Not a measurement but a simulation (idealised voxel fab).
Documented hereafter: the process module known as voxel plated lines.
We display cut, a cross-section 300 nm in width whose square cells are each 5 nm.
When this document writes out a cross-section, it uses a grid of square cells and lists it as bands, beginning at the top and moving down, with a band standing for one or more rows of cells.
It is stipulated that each band's entry specify, in nanometres, the height of the top of the band and then that of its bottom, followed by the materials of the band in left-to-right sequence, each together with its width in nanometres. A single material marked by the word "all across" is understood to fill the band from edge to edge; the word "air" is understood to denote empty space.
A quick word on heights: they are counted from 0, and under that level the wafer as it came to us is one material throughout. The lowest band is different from the rest in having no bottom; it simply continues downward, written as in "0 down".
The expression "30->40" gives the width at the extremes of the band, the first number at its top row of cells and the second at its bottom row, with the width changing by equal amounts from each row to the next in between.
"identical to before" for a step: no cell of the cross-section changed in that step.
What "Closed void table" gives you is every empty space of 8 cells or more that is cut off from the top. Each appears as width x height at distance, with the distance taken from the left edge and width, height and distance all in nm.
Note: text after step settings on the step line = simulator remark on that step.
"overlay nm" answers the question of how far to the right of plan the mask lay on a step that has a mask, and when it is negative the answer is to the left.
## The steps planned for the process are as follows
1 op RECEIVE | material Si
2 op CONFORMAL_DEP | material Al2O3 | thk nm 10
3 op DIRECTIONAL_DEP | material TiN | thk nm 5
4 op PATTERN | tone open | mask id LINES | material resist | width nm 15 | pitch nm 45 | thk nm 35 | overlay nm 0
5 op EPI | material Ru | thk nm 10
6 op EPI | material Ru | thk nm 10
7 op EPI | material Ru | thk nm 10
8 op STRIP | etch materials resist
9 op DIRECTIONAL_ETCH | etch materials TiN | depth nm 5
10 op CONFORMAL_DEP | material SiN | thk nm 5
## Cross-section of the wafer upon arrival, representing the state reached after step 1
> 0 down: Si all across
> Closed void table: none
## The first of the two wafers as seen in cross-section once the module was finished; processing followed the plan
> 50 to 45: 90 nm air, then 25 nm SiN, then 20 nm air, then 25 nm SiN, then 20 nm air, then 25 nm SiN, then 95 nm air
> 45 to 15: 90 nm air, then 5 nm SiN, then 15 nm Ru, then 5 nm SiN, then 20 nm air, then 5 nm SiN, then 15 nm Ru, then 5 nm SiN, then 20 nm air, then 5 nm SiN, then 15 nm Ru, then 5 nm SiN, then 95 nm air
> 15 to 10: 95 nm SiN, then 15 nm TiN, then 30 nm SiN, then 15 nm TiN, then 30 nm SiN, then 15 nm TiN, then 100 nm SiN
> 10 to 0: Al2O3 all across
> 0 down: Si all across
> Closed void table: none
## Second wafer of the two, sectioned at the end of the module. It began like the first and followed the same plan, but one mistake was made while running it
> 50 to 45: 80 nm air, then 135 nm SiN, then 85 nm air
> 45 to 30: 80 nm air, then 5 nm SiN, then 35 nm Ru, then 10 nm SiN, then 35 nm Ru, then 10 nm SiN, then 35 nm Ru, then 5 nm SiN, then 85 nm air
> 30 to 25: 85 nm SiN, then 35 nm Ru, then 10 nm SiN, then 35 nm Ru, then 10 nm SiN, then 35 nm Ru, then 90 nm SiN
> 25 to 15: Ru all across
> 15 to 10: TiN all across
> 10 to 0: Al2O3 all across
> 0 down: Si all across
> Closed void table: none
Deviation noted in wafer processing: the intended sequence of steps 7 and 8 was reversed during processing, with each occupying the position of the other
Final comparison by cell count, materials where the second wafer has more or fewer than the first: Ru +150; SiN -18; TiN +51
